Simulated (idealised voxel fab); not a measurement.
Title: Process Module voxel wiring stack
Section shown: cut. Width: 255 nm. Cell size: 5 nm, square.
This document writes a cross-section as a grid whose cells are square, and gives it as bands, listed from the top down; one or more rows of cells form a band.
Band entry format. Leading values: height of top, height of bottom, nm. Remainder: materials in left-to-right order, each with its width in nm. Special words: "throughout" on a single material, which then fills the band edge to edge; "blank", empty space.
Ref level 0: as-received wafer is one material below here. Bottom band extends down with no lower bound ("top 0, no bottom").
With a width like "30..40", each row of cells in the band differs from the next by the same amount, the top row carrying the first number and the bottom row the second.
Reading "left unchanged" for a step: not a cell of the cross-section changed in it.
"Completely sealed voids" lists enclosed empty spaces (at least 8 cells, no open path upward to the top), each as width x height at distance from the left edge, in nm.
What comes after the settings on a step's line is commentary from the simulator itself on that step.
"overlay nm" on a masked step: distance the mask lay right of its planned place, negative for left.
Reading guide: pairs of cross-sections, before and after one process step; after view cut off at lowest changed band; step and settings listed under each pair. Pairs may stem from different runs of this module on the same starting wafer; continuity with the pair above only where the "Pre-step view" entry states it.
### Pre-step view
* top 0, no bottom: Si throughout
* Completely sealed voids: none
### Post-Process Section
* top 10, bottom 0: SiO2 throughout
* Under 0: no change, same as before.
* Completely sealed voids: none
Link between the two cross-sections above: CONFORMAL_DEP [material SiO2] [thk nm 10]
Pre-step view: after-state, pair directly above.
### Post-Process Section
* top 15, bottom 10: TiN throughout
* Under 10: no change, same as before.
* Completely sealed voids: none
Link between the two cross-sections above: DIRECTIONAL_DEP [material TiN] [thk nm 5]
Pre-step view: after-state, pair directly above.
### Post-Process Section
* top 40, bottom 15: Ru throughout
* Under 15: no change, same as before.
* Completely sealed voids: none
Link between the two cross-sections above: DIRECTIONAL_DEP [material Ru] [thk nm 25]
Pre-step view: after-state, pair directly above.
### Post-Process Section
* top 55, bottom 40: blank 30 nm, then resist 25 nm, then blank 30 nm, then resist 25 nm, then blank 30 nm, then resist 25 nm, then blank 30 nm, then resist 25 nm, then blank 35 nm
* Under 40: no change, same as before.
* Completely sealed voids: none
Link between the two cross-sections above: PATTERN [tone cover] [mask id METAL_1] [material resist] [width nm 25] [pitch nm 55] [thk nm 15] [overlay nm 0]
Pre-step view: after-state, pair directly above.
### Post-Process Section
* top 55, bottom 40: blank 30 nm, then resist 25 nm, then blank 30 nm, then resist 25 nm, then blank 30 nm, then resist 25 nm, then blank 30 nm, then resist 25 nm, then blank 35 nm
* top 40, bottom 15: blank 30 nm, then Ru 25 nm, then blank 30 nm, then Ru 25 nm, then blank 30 nm, then Ru 25 nm, then blank 30 nm, then Ru 25 nm, then blank 35 nm
* Under 15: no change, same as before.
* Completely sealed voids: none
Link between the two cross-sections above: DIRECTIONAL_ETCH [etch materials Ru] [depth nm 25]
Pre-step view: after-state, pair directly above.
### Post-Process Section
* top 55, bottom 40: blank 30 nm, then resist 25 nm, then blank 30 nm, then resist 25 nm, then blank 30 nm, then resist 25 nm, then blank 30 nm, then resist 25 nm, then blank 35 nm
* top 40, bottom 15: blank 30 nm, then Ru 25 nm, then blank 30 nm, then Ru 25 nm, then blank 30 nm, then Ru 25 nm, then blank 30 nm, then Ru 25 nm, then blank 35 nm
* top 15, bottom 10: blank 30 nm, then TiN 25 nm, then blank 30 nm, then TiN 25 nm, then blank 30 nm, then TiN 25 nm, then blank 30 nm, then TiN 25 nm, then blank 35 nm
* Under 10: no change, same as before.
* Completely sealed voids: none
Link between the two cross-sections above: DIRECTIONAL_ETCH [etch materials TiN] [depth nm 5]
Pre-step view: after-state, pair directly above.
### Post-Process Section
* top 40, bottom 15: blank 30 nm, then Ru 25 nm, then blank 30 nm, then Ru 25 nm, then blank 30 nm, then Ru 25 nm, then blank 30 nm, then Ru 25 nm, then blank 35 nm
* Under 15: no change, same as before.
* Completely sealed voids: none
Link between the two cross-sections above: STRIP [etch materials resist]
Pre-step view: after-state, pair directly above.
### Post-Process Section
* top 45, bottom 40: SiO2 throughout
* top 40, bottom 15: SiO2 30 nm, then Ru 25 nm, then SiO2 30 nm, then Ru 25 nm, then SiO2 30 nm, then Ru 25 nm, then SiO2 30 nm, then Ru 25 nm, then SiO2 35 nm
* top 15, bottom 10: SiO2 30 nm, then TiN 25 nm, then SiO2 30 nm, then TiN 25 nm, then SiO2 30 nm, then TiN 25 nm, then SiO2 30 nm, then TiN 25 nm, then SiO2 35 nm
* Under 10: no change, same as before.
* Completely sealed voids: none
Link between the two cross-sections above: FILL_DEP [material SiO2] [thk nm 5]
Pre-step view: after-state, pair directly above.
### Post-Process Section
* top 40, bottom 15: SiO2 30 nm, then Ru 25 nm, then SiO2 30 nm, then Ru 25 nm, then SiO2 30 nm, then Ru 25 nm, then SiO2 30 nm, then Ru 25 nm, then SiO2 35 nm
* Under 15: no change, same as before.
* Completely sealed voids: none
Link between the two cross-sections above: CMP [height nm 40]
Pre-step view: after-state, pair directly above.
### Post-Process Section
* top 45, bottom 40: SiCN throughout
* Under 40: no change, same as before.
* Completely sealed voids: none
Link between the two cross-sections above: CONFORMAL_DEP [material SiCN] [thk nm 5]
Pre-step view: after-state, pair directly above.
### Post-Process Section
* top 65, bottom 45: lowk throughout
* Under 45: no change, same as before.
* Completely sealed voids: none
Link between the two cross-sections above: DIRECTIONAL_DEP [material lowk] [thk nm 20]
Pre-step view: after-state, pair directly above.
### Post-Process Section
* top 65, bottom 45: lowk 30 nm, then blank 15 nm, then lowk 40 nm, then blank 15 nm, then lowk 40 nm, then blank 15 nm, then lowk 40 nm, then blank 15 nm, then lowk 45 nm
* Under 45: no change, same as before.
* Completely sealed voids: none
Link between the two cross-sections above: MASKED_ETCH [tone open] [mask id PLUG_1] [width nm 15] [pitch nm 55] [etch materials lowk] [depth nm 20] [overlay nm 0]
Pre-step view: after-state, pair directly above.
### Post-Process Section
* top 65, bottom 45: lowk 30 nm, then blank 15 nm, then lowk 40 nm, then blank 15 nm, then lowk 40 nm, then blank 15 nm, then lowk 40 nm, then blank 15 nm, then lowk 45 nm
* top 45, bottom 40: SiCN 30 nm, then blank 15 nm, then SiCN 40 nm, then blank 15 nm, then SiCN 40 nm, then blank 15 nm, then SiCN 40 nm, then blank 15 nm, then SiCN 45 nm
* Under 40: no change, same as before.
* Completely sealed voids: none
Link between the two cross-sections above: MASKED_ETCH [tone open] [mask id PLUG_1] [width nm 15] [pitch nm 55] [etch materials SiCN] [depth nm 5] [overlay nm 0]
Pre-step view: after-state, pair directly above.
### Post-Process Section
* top 70, bottom 65: TiN 35 nm, then blank 5 nm, then TiN 50 nm, then blank 5 nm, then TiN 50 nm, then blank 5 nm, then TiN 50 nm, then blank 5 nm, then TiN 50 nm
* top 65, bottom 45: lowk 30 nm, then TiN 5 nm, then blank 5 nm, then TiN 5 nm, then lowk 40 nm, then TiN 5 nm, then blank 5 nm, then TiN 5 nm, then lowk 40 nm, then TiN 5 nm, then blank 5 nm, then TiN 5 nm, then lowk 40 nm, then TiN 5 nm, then blank 5 nm, then TiN 5 nm, then lowk 45 nm
* top 45, bottom 40: SiCN 30 nm, then TiN 15 nm, then SiCN 40 nm, then TiN 15 nm, then SiCN 40 nm, then TiN 15 nm, then SiCN 40 nm, then TiN 15 nm, then SiCN 45 nm
* Under 40: no change, same as before.
* Completely sealed voids: none
Link between the two cross-sections above: CONFORMAL_DEP [material TiN] [thk nm 5]
Pre-step view: after-state, pair directly above.
### Post-Process Section
* top 75, bottom 70: W throughout
* top 70, bottom 65: TiN 35 nm, then W 5 nm, then TiN 50 nm, then W 5 nm, then TiN 50 nm, then W 5 nm, then TiN 50 nm, then W 5 nm, then TiN 50 nm
* top 65, bottom 45: lowk 30 nm, then TiN 5 nm, then W 5 nm, then TiN 5 nm, then lowk 40 nm, then TiN 5 nm, then W 5 nm, then TiN 5 nm, then lowk 40 nm, then TiN 5 nm, then W 5 nm, then TiN 5 nm, then lowk 40 nm, then TiN 5 nm, then W 5 nm, then TiN 5 nm, then lowk 45 nm
* Under 45: no change, same as before.
* Completely sealed voids: none
Link between the two cross-sections above: FILL_DEP [material W] [thk nm 5]
Pre-step view: after-state, pair directly above.
### Post-Process Section
* top 65, bottom 45: lowk 30 nm, then TiN 5 nm, then W 5 nm, then TiN 5 nm, then lowk 40 nm, then TiN 5 nm, then W 5 nm, then TiN 5 nm, then lowk 40 nm, then TiN 5 nm, then W 5 nm, then TiN 5 nm, then lowk 40 nm, then TiN 5 nm, then W 5 nm, then TiN 5 nm, then lowk 45 nm
* Under 45: no change, same as before.
* Completely sealed voids: none
Link between the two cross-sections above: CMP [height nm 65]
Pre-step view: after-state, pair directly above.
### Post-Process Section
* top 70, bottom 65: SiN throughout
* Under 65: no change, same as before.
* Completely sealed voids: none
Link between the two cross-sections above: CONFORMAL_DEP [material SiN] [thk nm 5]
Pre-step view: after-state, pair directly above.
### Post-Process Section
* top 90, bottom 70: lowk throughout
* Under 70: no change, same as before.
* Completely sealed voids: none
Link between the two cross-sections above: DIRECTIONAL_DEP [material lowk] [thk nm 20]
Pre-step view: after-state, pair directly above.
### Post-Process Section
* top 90, bottom 70: lowk 30 nm, then blank 25 nm, then lowk 30 nm, then blank 25 nm, then lowk 30 nm, then blank 25 nm, then lowk 30 nm, then blank 25 nm, then lowk 35 nm
* Under 70: no change, same as before.
* Completely sealed voids: none
Link between the two cross-sections above: MASKED_ETCH [tone open] [mask id METAL_2] [width nm 25] [pitch nm 55] [etch materials lowk] [depth nm 20] [overlay nm 0]
Pre-step view: after-state, pair directly above.
### Post-Process Section
* top 90, bottom 70: lowk 30 nm, then blank 25 nm, then lowk 30 nm, then blank 25 nm, then lowk 30 nm, then blank 25 nm, then lowk 30 nm, then blank 25 nm, then lowk 35 nm
* top 70, bottom 65: SiN 30 nm, then blank 25 nm, then SiN 30 nm, then blank 25 nm, then SiN 30 nm, then blank 25 nm, then SiN 30 nm, then blank 25 nm, then SiN 35 nm
* Under 65: no change, same as before.
* Completely sealed voids: none
Link between the two cross-sections above: MASKED_ETCH [tone open] [mask id METAL_2] [width nm 25] [pitch nm 55] [etch materials SiN] [depth nm 5] [overlay nm 0]
Pre-step view: after-state, pair directly above.
### Post-Process Section
* top 95, bottom 90: TiN 35 nm, then blank 15 nm, then TiN 40 nm, then blank 15 nm, then TiN 40 nm, then blank 15 nm, then TiN 40 nm, then blank 15 nm, then TiN 40 nm
* top 90, bottom 70: lowk 30 nm, then TiN 5 nm, then blank 15 nm, then TiN 5 nm, then lowk 30 nm, then TiN 5 nm, then blank 15 nm, then TiN 5 nm, then lowk 30 nm, then TiN 5 nm, then blank 15 nm, then TiN 5 nm, then lowk 30 nm, then TiN 5 nm, then blank 15 nm, then TiN 5 nm, then lowk 35 nm
* top 70, bottom 65: SiN 30 nm, then TiN 25 nm, then SiN 30 nm, then TiN 25 nm, then SiN 30 nm, then TiN 25 nm, then SiN 30 nm, then TiN 25 nm, then SiN 35 nm
* Under 65: no change, same as before.
* Completely sealed voids: none
Link between the two cross-sections above: CONFORMAL_DEP [material TiN] [thk nm 5]
Pre-step view: after-state, pair directly above.
### Post-Process Section
* top 105, bottom 95: Cu throughout
* top 95, bottom 90: TiN 35 nm, then Cu 15 nm, then TiN 40 nm, then Cu 15 nm, then TiN 40 nm, then Cu 15 nm, then TiN 40 nm, then Cu 15 nm, then TiN 40 nm
* top 90, bottom 70: lowk 30 nm, then TiN 5 nm, then Cu 15 nm, then TiN 5 nm, then lowk 30 nm, then TiN 5 nm, then Cu 15 nm, then TiN 5 nm, then lowk 30 nm, then TiN 5 nm, then Cu 15 nm, then TiN 5 nm, then lowk 30 nm, then TiN 5 nm, then Cu 15 nm, then TiN 5 nm, then lowk 35 nm
* Under 70: no change, same as before.
* Completely sealed voids: none
Link between the two cross-sections above: FILL_DEP [material Cu] [thk nm 10]
Pre-step view: after-state, pair directly above.
### Post-Process Section
* top 90, bottom 70: lowk 30 nm, then TiN 5 nm, then Cu 15 nm, then TiN 5 nm, then lowk 30 nm, then TiN 5 nm, then Cu 15 nm, then TiN 5 nm, then lowk 30 nm, then TiN 5 nm, then Cu 15 nm, then TiN 5 nm, then lowk 30 nm, then TiN 5 nm, then Cu 15 nm, then TiN 5 nm, then lowk 35 nm
* Under 70: no change, same as before.
* Completely sealed voids: none
Link between the two cross-sections above: CMP [height nm 90]
Pre-step view: after-state, pair directly above.
### Post-Process Section
* top 95, bottom 90: SiCN throughout
* Under 90: no change, same as before.
* Completely sealed voids: none
Link between the two cross-sections above: CONFORMAL_DEP [material SiCN] [thk nm 5]
### Pre-step view
* top 105, bottom 95: Cu throughout
* top 95, bottom 90: TiN 35 nm, then Cu 15 nm, then TiN 40 nm, then Cu 15 nm, then TiN 40 nm, then Cu 15 nm, then TiN 40 nm, then Cu 15 nm, then TiN 40 nm
* top 90, bottom 70: lowk 30 nm, then TiN 5 nm, then Cu 15 nm, then TiN 5 nm, then lowk 30 nm, then TiN 5 nm, then Cu 15 nm, then TiN 5 nm, then lowk 30 nm, then TiN 5 nm, then Cu 15 nm, then TiN 5 nm, then lowk 30 nm, then TiN 5 nm, then Cu 15 nm, then TiN 5 nm, then lowk 35 nm
* top 70, bottom 65: SiN 30 nm, then TiN 25 nm, then SiN 30 nm, then TiN 25 nm, then SiN 30 nm, then TiN 25 nm, then SiN 30 nm, then TiN 25 nm, then SiN 35 nm
* top 65, bottom 45: lowk 30 nm, then TiN 5 nm, then W 5 nm, then TiN 5 nm, then lowk 40 nm, then TiN 5 nm, then W 5 nm, then TiN 5 nm, then lowk 40 nm, then TiN 5 nm, then W 5 nm, then TiN 5 nm, then lowk 40 nm, then TiN 5 nm, then W 5 nm, then TiN 5 nm, then lowk 45 nm
* top 45, bottom 40: SiCN 30 nm, then TiN 15 nm, then SiCN 40 nm, then TiN 15 nm, then SiCN 40 nm, then TiN 15 nm, then SiCN 40 nm, then TiN 15 nm, then SiCN 45 nm
* top 40, bottom 15: SiO2 30 nm, then Ru 25 nm, then SiO2 30 nm, then Ru 25 nm, then SiO2 30 nm, then Ru 25 nm, then SiO2 30 nm, then Ru 25 nm, then SiO2 35 nm
* top 15, bottom 10: SiO2 30 nm, then TiN 25 nm, then SiO2 30 nm, then TiN 25 nm, then SiO2 30 nm, then TiN 25 nm, then SiO2 30 nm, then TiN 25 nm, then SiO2 35 nm
* top 10, bottom 0: SiO2 throughout
* top 0, no bottom: Si throughout
* Completely sealed voids: none
### Post-Process Section
* top 110, bottom 105: SiCN throughout
* Under 105: no change, same as before.
* Completely sealed voids: none
Link between the two cross-sections above: CONFORMAL_DEP [material SiCN] [thk nm 5]
### Pre-step view
* top 10, bottom 0: SiO2 throughout
* top 0, no bottom: Si throughout
* Completely sealed voids: none
### Post-Process Section
* top 35, bottom 10: Ru throughout
* Under 10: no change, same as before.
* Completely sealed voids: none
Link between the two cross-sections above: DIRECTIONAL_DEP [material Ru] [thk nm 25]
Pre-step view: after-state, pair directly above.
### Post-Process Section
* top 40, bottom 35: TiN throughout
* Under 35: no change, same as before.
* Completely sealed voids: none
Link between the two cross-sections above: DIRECTIONAL_DEP [material TiN] [thk nm 5]
Pre-step view: after-state, pair directly above.
### Post-Process Section
* top 55, bottom 40: blank 30 nm, then resist 25 nm, then blank 30 nm, then resist 25 nm, then blank 30 nm, then resist 25 nm, then blank 30 nm, then resist 25 nm, then blank 35 nm
* Under 40: no change, same as before.
* Completely sealed voids: none
Link between the two cross-sections above: PATTERN [tone cover] [mask id METAL_1] [material resist] [width nm 25] [pitch nm 55] [thk nm 15] [overlay nm 0]
Pre-step view: after-state, pair directly above.
### Post-Process Section
* top 55, bottom 40: blank 30 nm, then resist 25 nm, then blank 30 nm, then resist 25 nm, then blank 30 nm, then resist 25 nm, then blank 30 nm, then resist 25 nm, then blank 35 nm
* top 40, bottom 35: blank 30 nm, then TiN 25 nm, then blank 30 nm, then TiN 25 nm, then blank 30 nm, then TiN 25 nm, then blank 30 nm, then TiN 25 nm, then blank 35 nm
* Under 35: no change, same as before.
* Completely sealed voids: none
Link between the two cross-sections above: DIRECTIONAL_ETCH [etch materials TiN] [depth nm 5]
Pre-step view: after-state, pair directly above.
### Post-Process Section
* top 40, bottom 35: blank 30 nm, then TiN 25 nm, then blank 30 nm, then TiN 25 nm, then blank 30 nm, then TiN 25 nm, then blank 30 nm, then TiN 25 nm, then blank 35 nm
* Under 35: no change, same as before.
* Completely sealed voids: none
Link between the two cross-sections above: STRIP [etch materials resist]
Pre-step view: after-state, pair directly above.
### Post-Process Section
* top 45, bottom 40: SiO2 throughout
* top 40, bottom 35: SiO2 30 nm, then TiN 25 nm, then SiO2 30 nm, then TiN 25 nm, then SiO2 30 nm, then TiN 25 nm, then SiO2 30 nm, then TiN 25 nm, then SiO2 35 nm
* Under 35: no change, same as before.
* Completely sealed voids: none
Link between the two cross-sections above: FILL_DEP [material SiO2] [thk nm 5]
Pre-step view: after-state, pair directly above.
### Post-Process Section
* top 40, bottom 35: SiO2 30 nm, then TiN 25 nm, then SiO2 30 nm, then TiN 25 nm, then SiO2 30 nm, then TiN 25 nm, then SiO2 30 nm, then TiN 25 nm, then SiO2 35 nm
* Under 35: no change, same as before.
* Completely sealed voids: none
Link between the two cross-sections above: CMP [height nm 40]
Pre-step view: after-state, pair directly above.
### Post-Process Section
* top 45, bottom 40: SiCN throughout
* Under 40: no change, same as before.
* Completely sealed voids: none
Link between the two cross-sections above: CONFORMAL_DEP [material SiCN] [thk nm 5]
Pre-step view: after-state, pair directly above.
### Post-Process Section
* top 65, bottom 45: lowk throughout
* Under 45: no change, same as before.
* Completely sealed voids: none
Link between the two cross-sections above: DIRECTIONAL_DEP [material lowk] [thk nm 20]
Pre-step view: after-state, pair directly above.
### Post-Process Section
* top 65, bottom 45: lowk 30 nm, then blank 15 nm, then lowk 40 nm, then blank 15 nm, then lowk 40 nm, then blank 15 nm, then lowk 40 nm, then blank 15 nm, then lowk 45 nm
* Under 45: no change, same as before.
* Completely sealed voids: none
Link between the two cross-sections above: MASKED_ETCH [tone open] [mask id PLUG_1] [width nm 15] [pitch nm 55] [etch materials lowk] [depth nm 20] [overlay nm 0]
Pre-step view: after-state, pair directly above.
### Post-Process Section
* top 65, bottom 45: lowk 30 nm, then blank 15 nm, then lowk 40 nm, then blank 15 nm, then lowk 40 nm, then blank 15 nm, then lowk 40 nm, then blank 15 nm, then lowk 45 nm
* top 45, bottom 40: SiCN 30 nm, then blank 15 nm, then SiCN 40 nm, then blank 15 nm, then SiCN 40 nm, then blank 15 nm, then SiCN 40 nm, then blank 15 nm, then SiCN 45 nm
* Under 40: no change, same as before.
* Completely sealed voids: none
Link between the two cross-sections above: MASKED_ETCH [tone open] [mask id PLUG_1] [width nm 15] [pitch nm 55] [etch materials SiCN] [depth nm 5] [overlay nm 0]
Pre-step view: after-state, pair directly above.
### Post-Process Section
* top 70, bottom 65: TiN 35 nm, then blank 5 nm, then TiN 50 nm, then blank 5 nm, then TiN 50 nm, then blank 5 nm, then TiN 50 nm, then blank 5 nm, then TiN 50 nm
* top 65, bottom 45: lowk 30 nm, then TiN 5 nm, then blank 5 nm, then TiN 5 nm, then lowk 40 nm, then TiN 5 nm, then blank 5 nm, then TiN 5 nm, then lowk 40 nm, then TiN 5 nm, then blank 5 nm, then TiN 5 nm, then lowk 40 nm, then TiN 5 nm, then blank 5 nm, then TiN 5 nm, then lowk 45 nm
* top 45, bottom 40: SiCN 30 nm, then TiN 15 nm, then SiCN 40 nm, then TiN 15 nm, then SiCN 40 nm, then TiN 15 nm, then SiCN 40 nm, then TiN 15 nm, then SiCN 45 nm
* Under 40: no change, same as before.
* Completely sealed voids: none
Link between the two cross-sections above: CONFORMAL_DEP [material TiN] [thk nm 5]
Pre-step view: after-state, pair directly above.
### Post-Process Section
* top 75, bottom 70: W throughout
* top 70, bottom 65: TiN 35 nm, then W 5 nm, then TiN 50 nm, then W 5 nm, then TiN 50 nm, then W 5 nm, then TiN 50 nm, then W 5 nm, then TiN 50 nm
* top 65, bottom 45: lowk 30 nm, then TiN 5 nm, then W 5 nm, then TiN 5 nm, then lowk 40 nm, then TiN 5 nm, then W 5 nm, then TiN 5 nm, then lowk 40 nm, then TiN 5 nm, then W 5 nm, then TiN 5 nm, then lowk 40 nm, then TiN 5 nm, then W 5 nm, then TiN 5 nm, then lowk 45 nm
* Under 45: no change, same as before.
* Completely sealed voids: none
Link between the two cross-sections above: FILL_DEP [material W] [thk nm 5]
Pre-step view: after-state, pair directly above.
### Post-Process Section
* top 65, bottom 45: lowk 30 nm, then TiN 5 nm, then W 5 nm, then TiN 5 nm, then lowk 40 nm, then TiN 5 nm, then W 5 nm, then TiN 5 nm, then lowk 40 nm, then TiN 5 nm, then W 5 nm, then TiN 5 nm, then lowk 40 nm, then TiN 5 nm, then W 5 nm, then TiN 5 nm, then lowk 45 nm
* Under 45: no change, same as before.
* Completely sealed voids: none
Link between the two cross-sections above: CMP [height nm 65]
Pre-step view: after-state, pair directly above.
### Post-Process Section
* top 70, bottom 65: SiN throughout
* Under 65: no change, same as before.
* Completely sealed voids: none
Link between the two cross-sections above: CONFORMAL_DEP [material SiN] [thk nm 5]
Pre-step view: after-state, pair directly above.
### Post-Process Section
* top 90, bottom 70: lowk throughout
* Under 70: no change, same as before.
* Completely sealed voids: none
Link between the two cross-sections above: DIRECTIONAL_DEP [material lowk] [thk nm 20]
Pre-step view: after-state, pair directly above.
### Post-Process Section
* top 90, bottom 70: lowk 30 nm, then blank 25 nm, then lowk 30 nm, then blank 25 nm, then lowk 30 nm, then blank 25 nm, then lowk 30 nm, then blank 25 nm, then lowk 35 nm
* Under 70: no change, same as before.
* Completely sealed voids: none
Link between the two cross-sections above: MASKED_ETCH [tone open] [mask id METAL_2] [width nm 25] [pitch nm 55] [etch materials lowk] [depth nm 20] [overlay nm 0]
Pre-step view: after-state, pair directly above.
### Post-Process Section
* top 90, bottom 70: lowk 30 nm, then blank 25 nm, then lowk 30 nm, then blank 25 nm, then lowk 30 nm, then blank 25 nm, then lowk 30 nm, then blank 25 nm, then lowk 35 nm
* top 70, bottom 65: SiN 30 nm, then blank 25 nm, then SiN 30 nm, then blank 25 nm, then SiN 30 nm, then blank 25 nm, then SiN 30 nm, then blank 25 nm, then SiN 35 nm
* Under 65: no change, same as before.
* Completely sealed voids: none
Link between the two cross-sections above: MASKED_ETCH [tone open] [mask id METAL_2] [width nm 25] [pitch nm 55] [etch materials SiN] [depth nm 5] [overlay nm 0]
Pre-step view: after-state, pair directly above.
### Post-Process Section
* top 95, bottom 90: TiN 35 nm, then blank 15 nm, then TiN 40 nm, then blank 15 nm, then TiN 40 nm, then blank 15 nm, then TiN 40 nm, then blank 15 nm, then TiN 40 nm
* top 90, bottom 70: lowk 30 nm, then TiN 5 nm, then blank 15 nm, then TiN 5 nm, then lowk 30 nm, then TiN 5 nm, then blank 15 nm, then TiN 5 nm, then lowk 30 nm, then TiN 5 nm, then blank 15 nm, then TiN 5 nm, then lowk 30 nm, then TiN 5 nm, then blank 15 nm, then TiN 5 nm, then lowk 35 nm
* top 70, bottom 65: SiN 30 nm, then TiN 25 nm, then SiN 30 nm, then TiN 25 nm, then SiN 30 nm, then TiN 25 nm, then SiN 30 nm, then TiN 25 nm, then SiN 35 nm
* Under 65: no change, same as before.
* Completely sealed voids: none
Link between the two cross-sections above: CONFORMAL_DEP [material TiN] [thk nm 5]
Pre-step view: after-state, pair directly above.
### Post-Process Section
* top 105, bottom 95: Cu throughout
* top 95, bottom 90: TiN 35 nm, then Cu 15 nm, then TiN 40 nm, then Cu 15 nm, then TiN 40 nm, then Cu 15 nm, then TiN 40 nm, then Cu 15 nm, then TiN 40 nm
* top 90, bottom 70: lowk 30 nm, then TiN 5 nm, then Cu 15 nm, then TiN 5 nm, then lowk 30 nm, then TiN 5 nm, then Cu 15 nm, then TiN 5 nm, then lowk 30 nm, then TiN 5 nm, then Cu 15 nm, then TiN 5 nm, then lowk 30 nm, then TiN 5 nm, then Cu 15 nm, then TiN 5 nm, then lowk 35 nm
* Under 70: no change, same as before.
* Completely sealed voids: none
Link between the two cross-sections above: FILL_DEP [material Cu] [thk nm 10]
Pre-step view: after-state, pair directly above.
### Post-Process Section
* top 90, bottom 70: lowk 30 nm, then TiN 5 nm, then Cu 15 nm, then TiN 5 nm, then lowk 30 nm, then TiN 5 nm, then Cu 15 nm, then TiN 5 nm, then lowk 30 nm, then TiN 5 nm, then Cu 15 nm, then TiN 5 nm, then lowk 30 nm, then TiN 5 nm, then Cu 15 nm, then TiN 5 nm, then lowk 35 nm
* Under 70: no change, same as before.
* Completely sealed voids: none
Link between the two cross-sections above: CMP [height nm 90]
Pre-step view: after-state, pair directly above.
### Post-Process Section
* top 95, bottom 90: SiCN throughout
* Under 90: no change, same as before.
* Completely sealed voids: none
Link between the two cross-sections above: CONFORMAL_DEP [material SiCN] [thk nm 5]
### Pre-step view
* top 70, bottom 65: SiN throughout
* top 65, bottom 45: lowk 30 nm, then TiN 5 nm, then W 5 nm, then TiN 5 nm, then lowk 40 nm, then TiN 5 nm, then W 5 nm, then TiN 5 nm, then lowk 40 nm, then TiN 5 nm, then W 5 nm, then TiN 5 nm, then lowk 40 nm, then TiN 5 nm, then W 5 nm, then TiN 5 nm, then lowk 45 nm
* top 45, bottom 40: SiCN 30 nm, then TiN 15 nm, then SiCN 40 nm, then TiN 15 nm, then SiCN 40 nm, then TiN 15 nm, then SiCN 40 nm, then TiN 15 nm, then SiCN 45 nm
* top 40, bottom 15: SiO2 30 nm, then Ru 25 nm, then SiO2 30 nm, then Ru 25 nm, then SiO2 30 nm, then Ru 25 nm, then SiO2 30 nm, then Ru 25 nm, then SiO2 35 nm
* top 15, bottom 10: SiO2 30 nm, then TiN 25 nm, then SiO2 30 nm, then TiN 25 nm, then SiO2 30 nm, then TiN 25 nm, then SiO2 30 nm, then TiN 25 nm, then SiO2 35 nm
* top 10, bottom 0: SiO2 throughout
* top 0, no bottom: Si throughout
* Completely sealed voids: none
### Post-Process Section
* top 80, bottom 70: lowk throughout
* Under 70: no change, same as before.
* Completely sealed voids: none
Link between the two cross-sections above: DIRECTIONAL_DEP [material lowk] [thk nm 10]
Pre-step view: after-state, pair directly above.
### Post-Process Section
* top 80, bottom 70: lowk 30 nm, then blank 25 nm, then lowk 30 nm, then blank 25 nm, then lowk 30 nm, then blank 25 nm, then lowk 30 nm, then blank 25 nm, then lowk 35 nm
* Under 70: no change, same as before.
* Completely sealed voids: none
Link between the two cross-sections above: MASKED_ETCH [tone open] [mask id METAL_2] [width nm 25] [pitch nm 55] [etch materials lowk] [depth nm 20] [overlay nm 0]
Pre-step view: after-state, pair directly above.
### Post-Process Section
* top 80, bottom 70: lowk 30 nm, then blank 25 nm, then lowk 30 nm, then blank 25 nm, then lowk 30 nm, then blank 25 nm, then lowk 30 nm, then blank 25 nm, then lowk 35 nm
* top 70, bottom 65: SiN 30 nm, then blank 25 nm, then SiN 30 nm, then blank 25 nm, then SiN 30 nm, then blank 25 nm, then SiN 30 nm, then blank 25 nm, then SiN 35 nm
* Under 65: no change, same as before.
* Completely sealed voids: none
Link between the two cross-sections above: MASKED_ETCH [tone open] [mask id METAL_2] [width nm 25] [pitch nm 55] [etch materials SiN] [depth nm 5] [overlay nm 0]
Pre-step view: after-state, pair directly above.
### Post-Process Section
* top 85, bottom 80: TiN 35 nm, then blank 15 nm, then TiN 40 nm, then blank 15 nm, then TiN 40 nm, then blank 15 nm, then TiN 40 nm, then blank 15 nm, then TiN 40 nm
* top 80, bottom 70: lowk 30 nm, then TiN 5 nm, then blank 15 nm, then TiN 5 nm, then lowk 30 nm, then TiN 5 nm, then blank 15 nm, then TiN 5 nm, then lowk 30 nm, then TiN 5 nm, then blank 15 nm, then TiN 5 nm, then lowk 30 nm, then TiN 5 nm, then blank 15 nm, then TiN 5 nm, then lowk 35 nm
* top 70, bottom 65: SiN 30 nm, then TiN 25 nm, then SiN 30 nm, then TiN 25 nm, then SiN 30 nm, then TiN 25 nm, then SiN 30 nm, then TiN 25 nm, then SiN 35 nm
* Under 65: no change, same as before.
* Completely sealed voids: none
Link between the two cross-sections above: CONFORMAL_DEP [material TiN] [thk nm 5]
Pre-step view: after-state, pair directly above.
### Post-Process Section
* top 95, bottom 85: Cu throughout
* top 85, bottom 80: TiN 35 nm, then Cu 15 nm, then TiN 40 nm, then Cu 15 nm, then TiN 40 nm, then Cu 15 nm, then TiN 40 nm, then Cu 15 nm, then TiN 40 nm
* top 80, bottom 70: lowk 30 nm, then TiN 5 nm, then Cu 15 nm, then TiN 5 nm, then lowk 30 nm, then TiN 5 nm, then Cu 15 nm, then TiN 5 nm, then lowk 30 nm, then TiN 5 nm, then Cu 15 nm, then TiN 5 nm, then lowk 30 nm, then TiN 5 nm, then Cu 15 nm, then TiN 5 nm, then lowk 35 nm
* Under 70: no change, same as before.
* Completely sealed voids: none
Link between the two cross-sections above: FILL_DEP [material Cu] [thk nm 10]
Pre-step view: after-state, pair directly above.
### Post-Process Section
* top 90, bottom 85: Cu throughout
* Under 85: no change, same as before.
* Completely sealed voids: none
Link between the two cross-sections above: CMP [height nm 90]
Pre-step view: after-state, pair directly above.
### Post-Process Section
* top 95, bottom 90: SiCN throughout
* Under 90: no change, same as before.
* Completely sealed voids: none
Link between the two cross-sections above: CONFORMAL_DEP [material SiCN] [thk nm 5]
### Pre-step view
* top 65, bottom 45: lowk throughout
* top 45, bottom 40: SiCN throughout
* top 40, bottom 15: SiO2 30 nm, then Ru 25 nm, then SiO2 30 nm, then Ru 25 nm, then SiO2 30 nm, then Ru 25 nm, then SiO2 30 nm, then Ru 25 nm, then SiO2 35 nm
* top 15, bottom 10: SiO2 30 nm, then TiN 25 nm, then SiO2 30 nm, then TiN 25 nm, then SiO2 30 nm, then TiN 25 nm, then SiO2 30 nm, then TiN 25 nm, then SiO2 35 nm
* top 10, bottom 0: SiO2 throughout
* top 0, no bottom: Si throughout
* Completely sealed voids: none
### Post-Process Section
* top 65, bottom 45: lowk 25 nm, then blank 25 nm, then lowk 30 nm, then blank 25 nm, then lowk 30 nm, then blank 25 nm, then lowk 30 nm, then blank 25 nm, then lowk 40 nm
* Under 45: no change, same as before.
* Completely sealed voids: none
Link between the two cross-sections above: MASKED_ETCH [tone open] [mask id PLUG_1] [width nm 25] [pitch nm 55] [etch materials lowk] [depth nm 20] [overlay nm 0]
